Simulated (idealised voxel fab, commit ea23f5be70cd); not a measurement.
voxel local oxidation: a process module
Pictured: cross-section cut, 235 nm wide, on a grid of 5 nm square cells.
When this document writes out a cross-section, it uses a grid of square cells and lists it as bands, beginning at the top and moving down, with a band standing for one or more rows of cells. Within each band entry, the heights of the top and of the bottom of the band appear first, in that order and in nm; the materials of the band then follow from left to right, each with its corresponding width in nm. The designation "throughout" on a single material indicates that it fills the band from edge to edge; the designation "empty" indicates empty space. Height is counted from the level 0, under which the received wafer is composed throughout of one material. The lowest of the bands is not closed at the bottom but continues downward, in the notation "from 0 down". The two numbers in a width such as "30 to 40" mark its ends across the band: the first belongs to the top row of cells, the second to the bottom row, and from each row to the next the width moves by the same amount. For the purposes of this document, the phrase "nothing altered" attached to a step denotes that no cell within the cross-section was modified by that step. What "Fully sealed cavities" gives you is every empty space of 8 cells or more that is cut off from the top. Each appears as width x height at distance, with the distance taken from the left edge and width, height and distance all in nm. If you see something after the settings on a step's line, that's the simulator's own remark about that step. The setting "overlay nm" may be written on the line of a step. When the step uses a mask, the value reports how far to the right of the planned place the mask lay, and a negative value reports that it lay to the left.
**Process steps - plan**
1) RECEIVE | material Si
2) OXIDIZE | depth nm 5
3) CONFORMAL_DEP | material SiN | thk nm 15
4) MASKED_ETCH | tone cover | mask id ACTIVE | width nm 110 | etch materials SiN | depth nm 15 | overlay nm 0
5) SELECTIVE_ETCH | etch materials SiO2 | depth nm 5
6) OXIDIZE | depth nm 10
7) STRIP | etch materials SiN
**Wafer cross-section on receipt, i.e. after step 1**
from 0 down: Si throughout
Fully sealed cavities: none
**Starting wafer: above. Plan: above. Run: one mistake. Cross-section after the module: below**
from 0 to -5: 55 SiO2, 120 empty, 60 SiO2
from -5 to -15: 45 Si, 140 SiO2, 50 Si
from -15 down: Si throughout
Fully sealed cavities: none
Nonconformance to the process plan: step 4 did not use the planned setting and instead ran as MASKED_ETCH | tone open | mask id ACTIVE | width nm 110 | etch materials SiN | depth nm 15 | overlay nm 0
